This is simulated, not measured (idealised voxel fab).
A process module follows: voxel quadruple lines.
The figure presents cross-section cut, which has a width of 270 nm and is divided into square cells with an edge length of 5 nm.
We lay out every cross-section as a grid of square cells and spell it out in bands from the top down, where one band means one or more rows of cells. What a band's entry tells you: where the top is and where the bottom is, as heights in nm, and after that what lies inside, material by material from left to right, each with its width in nm. Empty space is written as the word "empty", and a single material marked with the word "everywhere" occupies the band from edge to edge. Below 0: as-received wafer, all one material; heights counted from there. Lowest band: no bottom, goes on down, written "top 0, no bottom". Top row gets the first number, bottom row gets the second, and each row in between changes by the same step: that is how a band width like "30..40" works. Step note "remained the same" = no cross-section cell changed. In "Trapped void list" the enclosed voids are listed, meaning empty spaces of 8 cells or larger without any opening to the top. The form is width x height at distance, distance from the left edge, units nm. Note: text after step settings on the step line = simulator remark on that step. overlay nm: where the mask lay relative to plan, measured to the right, on steps with a mask; negatives go left.

### Process steps (planned)
- 1: RECEIVE, material Si
- 2: CONFORMAL_DEP, material SiO2, thk nm 5
- 3: DIRECTIONAL_DEP, material W, thk nm 15
- 4: DIRECTIONAL_DEP, material polySi, thk nm 15
- 5: DIRECTIONAL_DEP, material aC, thk nm 25
- 6: PATTERN, tone cover, mask id MANDREL, material resist, width nm 30, pitch nm 80, thk nm 35, overlay nm 0
- 7: DIRECTIONAL_ETCH, etch materials aC, depth nm 25
- 8: STRIP, etch materials resist
- 9: CONFORMAL_DEP, material SiO2, thk nm 10
- 10: DIRECTIONAL_ETCH, etch materials SiO2, depth nm 10
- 11: STRIP, etch materials aC
- 12: DIRECTIONAL_ETCH, etch materials polySi, depth nm 15
- 13: STRIP, etch materials SiO2
- 14: CONFORMAL_DEP, material SiCN, thk nm 10
- 15: DIRECTIONAL_ETCH, etch materials SiCN, depth nm 10
- 16: STRIP, etch materials polySi
- 17: DIRECTIONAL_ETCH, etch materials W, depth nm 15
- 18: STRIP, etch materials SiCN

### Shown in cross-section is the wafer as received, that is, as it stands after step 1
> top 0, no bottom = Si everywhere
> Trapped void list: none

### Wafer cross-section at end of module: start and plan as shown above, one execution error
> top 20, bottom 5 = empty (65); W (10); empty (10); W (10); empty (5); W (10); empty (10); W (10); empty (15); W (10); empty (10); W (10); empty (5); W (10); empty (10); W (10); empty (60)
> top 5, bottom 0 = SiO2 everywhere
> top 0, no bottom = Si everywhere
> Trapped void list: none
Deviation from plan: step 6 was processed under conditions differing from the plan, specifically as PATTERN, tone cover, mask id MANDREL, material resist, width nm 25, pitch nm 80, thk nm 35, overlay nm 0
